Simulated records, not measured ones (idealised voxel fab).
You're looking at the process module voxel wiring stack.
It is cross-section cut that appears here, measuring 290 nm in width, its square cells being 5 nm in size.
Format of a cross-section: grid, square cells. Given as bands. Order: top down. Band: one or more rows of cells.
The band entry comprises the height of the band's top followed by the height of its bottom, expressed in nm, and subsequently the band's materials from left to right, each stated together with its width in nm. Where a single material is marked with the word "throughout", that material fills the band from edge to edge. The word "air" represents empty space.
Basically, 0 is our baseline, since under it the wafer straight out of the box is all one material. The bottom band has no lower end and keeps on going down, so it looks like "z 0 and below".
Width spec "30->40" -> top row of cells at first value, bottom row at second value, equal per-row change in between.
What does "no modification" mean for a step? It means no cell of the cross-section changed in that step.
Closed empty spaces (no open way to the top) of 8 cells or more are what "Unvented internal voids" lists, each as width x height at distance from the left edge, nm for all three.
Text after the settings on a step's line: the simulator's own remark on that step.
overlay nm: mask right of planned place by this much (step with mask). Neg. = left.

The process steps that were planned are listed below:
| 1 | RECEIVE,material Si |
| 2 | CONFORMAL_DEP,material SiO2,thk nm 15 |
| 3 | DIRECTIONAL_DEP,material TiN,thk nm 5 |
| 4 | DIRECTIONAL_DEP,material W,thk nm 20 |
| 5 | DIRECTIONAL_DEP,material aC,thk nm 10 |
| 6 | PATTERN,tone cover,mask id METAL_1,material resist,width nm 30,pitch nm 60,thk nm 25,overlay nm 0 |
| 7 | DIRECTIONAL_ETCH,etch materials aC,depth nm 10 |
| 8 | STRIP,etch materials resist |
| 9 | DIRECTIONAL_ETCH,etch materials W,depth nm 20 |
| 10 | DIRECTIONAL_ETCH,etch materials TiN,depth nm 5 |
| 11 | STRIP,etch materials aC |
| 12 | FILL_DEP,material SiO2,thk nm 5 |
| 13 | CMP,height nm 40 |
| 14 | CONFORMAL_DEP,material SiCN,thk nm 5 |
| 15 | DIRECTIONAL_DEP,material lowk,thk nm 30 |
| 16 | PATTERN,tone open,mask id METAL_2_HOLES,material resist,width nm 15,pitch nm 120,thk nm 15,overlay nm 0 |
| 17 | DIRECTIONAL_ETCH,etch materials lowk,depth nm 30 |
| 18 | STRIP,etch materials resist |
| 19 | PATTERN,tone open,mask id METAL_2,material resist,width nm 30,pitch nm 60,thk nm 20,overlay nm 0 |
| 20 | DIRECTIONAL_ETCH,etch materials lowk,depth nm 20 |
| 21 | DIRECTIONAL_ETCH,etch materials SiCN,depth nm 5 |
| 22 | STRIP,etch materials resist |
| 23 | CONFORMAL_DEP,material TiN,thk nm 5 |
| 24 | FILL_DEP,material Cu,thk nm 10 |
| 25 | CMP,height nm 75 |
| 26 | CONFORMAL_DEP,material SiCN,thk nm 5 |
| 27 | DIRECTIONAL_DEP,material SiO2,thk nm 15 |
| 28 | PATTERN,tone open,mask id PLUG_2,material resist,width nm 15,pitch nm 60,thk nm 15,overlay nm 0 |
| 29 | DIRECTIONAL_ETCH,etch materials SiO2,depth nm 15 |
| 30 | DIRECTIONAL_ETCH,etch materials SiCN,depth nm 5 |
| 31 | STRIP,etch materials resist |
| 32 | EPI,material Ru,thk nm 10 |
| 33 | EPI,material Ru,thk nm 10 |
| 34 | DIRECTIONAL_DEP,material TiN,thk nm 5 |
| 35 | DIRECTIONAL_DEP,material W,thk nm 20 |
| 36 | DIRECTIONAL_DEP,material aC,thk nm 10 |
| 37 | PATTERN,tone cover,mask id METAL_3,material resist,width nm 30,pitch nm 60,thk nm 25,overlay nm 0 |
| 38 | DIRECTIONAL_ETCH,etch materials aC,depth nm 10 |
| 39 | STRIP,etch materials resist |
| 40 | DIRECTIONAL_ETCH,etch materials W,depth nm 20 |
| 41 | DIRECTIONAL_ETCH,etch materials TiN,depth nm 5 |
| 42 | STRIP,etch materials aC |
| 43 | FILL_DEP,material lowk,thk nm 5 |
| 44 | CMP,height nm 120 |
| 45 | CONFORMAL_DEP,material SiCN,thk nm 5 |

Cross-section, incoming material, after step 1:
- z 0 and below | Si throughout
- Unvented internal voids: none

Looking at the first of two wafers in cross-section at end of module - ran to plan:
- z 125 to 120 | SiCN throughout
- z 120 to 100 | lowk 70 nm / W 30 nm / lowk 30 nm / W 30 nm / lowk 30 nm / W 30 nm / lowk 70 nm
- z 100 to 95 | lowk 70 nm / TiN 30 nm / lowk 30 nm / TiN 30 nm / lowk 30 nm / TiN 30 nm / lowk 70 nm
- z 95 to 80 | SiO2 70 nm / Ru 15 nm / SiO2 45 nm / Ru 15 nm / SiO2 45 nm / Ru 15 nm / SiO2 85 nm
- z 80 to 75 | SiCN 70 nm / Ru 15 nm / SiCN 45 nm / Ru 15 nm / SiCN 45 nm / Ru 15 nm / SiCN 85 nm
- z 75 to 60 | lowk 70 nm / TiN 5 nm / Cu 20 nm / TiN 5 nm / lowk 30 nm / TiN 5 nm / Cu 20 nm / TiN 5 nm / lowk 30 nm / TiN 5 nm / Cu 20 nm / TiN 5 nm / lowk 70 nm
- z 60 to 55 | lowk 70 nm / TiN 5 nm / Cu 5 nm / TiN 20 nm / lowk 30 nm / TiN 30 nm / lowk 30 nm / TiN 5 nm / Cu 5 nm / TiN 20 nm / lowk 70 nm
- z 55 to 45 | lowk 70 nm / TiN 5 nm / Cu 5 nm / TiN 5 nm / lowk 105 nm / TiN 5 nm / Cu 5 nm / TiN 5 nm / lowk 85 nm
- z 45 to 40 | SiCN 70 nm / TiN 15 nm / SiCN 105 nm / TiN 15 nm / SiCN 85 nm
- z 40 to 20 | SiO2 70 nm / W 30 nm / SiO2 30 nm / W 30 nm / SiO2 30 nm / W 30 nm / SiO2 70 nm
- z 20 to 15 | SiO2 70 nm / TiN 30 nm / SiO2 30 nm / TiN 30 nm / SiO2 30 nm / TiN 30 nm / SiO2 70 nm
- z 15 to 0 | SiO2 throughout
- z 0 and below | Si throughout
- Unvented internal voids: none

Second wafer of the two, sectioned at the end of the module. It began like the first and followed the same plan, but one mistake was made while running it:
- z 125 to 120 | SiCN throughout
- z 120 to 100 | lowk 70 nm / W 30 nm / lowk 30 nm / W 30 nm / lowk 30 nm / W 30 nm / lowk 70 nm
- z 100 to 95 | lowk 70 nm / TiN 30 nm / lowk 30 nm / TiN 30 nm / lowk 30 nm / TiN 30 nm / lowk 70 nm
- z 95 to 80 | SiO2 70 nm / Ru 15 nm / SiO2 45 nm / Ru 15 nm / SiO2 45 nm / Ru 15 nm / SiO2 85 nm
- z 80 to 75 | SiCN 70 nm / Ru 15 nm / SiCN 45 nm / Ru 15 nm / SiCN 45 nm / Ru 15 nm / SiCN 85 nm
- z 75 to 60 | lowk 70 nm / TiN 5 nm / Cu 20 nm / TiN 5 nm / lowk 30 nm / TiN 5 nm / Cu 20 nm / TiN 5 nm / lowk 30 nm / TiN 5 nm / Cu 20 nm / TiN 5 nm / lowk 70 nm
- z 60 to 55 | lowk 70 nm / TiN 5 nm / Cu 5 nm / TiN 20 nm / lowk 30 nm / TiN 30 nm / lowk 30 nm / TiN 5 nm / Cu 5 nm / TiN 20 nm / lowk 70 nm
- z 55 to 45 | lowk 70 nm / TiN 5 nm / Cu 5 nm / TiN 5 nm / lowk 105 nm / TiN 5 nm / Cu 5 nm / TiN 5 nm / lowk 85 nm
- z 45 to 40 | SiCN 70 nm / TiN 15 nm / SiCN 105 nm / TiN 15 nm / SiCN 85 nm
- z 40 to 20 | SiO2 80 nm / W 30 nm / SiO2 30 nm / W 30 nm / SiO2 30 nm / W 30 nm / SiO2 60 nm
- z 20 to 15 | SiO2 80 nm / TiN 30 nm / SiO2 30 nm / TiN 30 nm / SiO2 30 nm / TiN 30 nm / SiO2 60 nm
- z 15 to 0 | SiO2 throughout
- z 0 and below | Si throughout
- Unvented internal voids: none
Want to know what went wrong? off-plan run, step 6, actual operation and settings PATTERN,tone cover,mask id METAL_1,material resist,width nm 30,pitch nm 60,thk nm 25,overlay nm 10
At the end, each material covers as many cells on the second wafer as it does on the first, though the cells it covers are elsewhere.
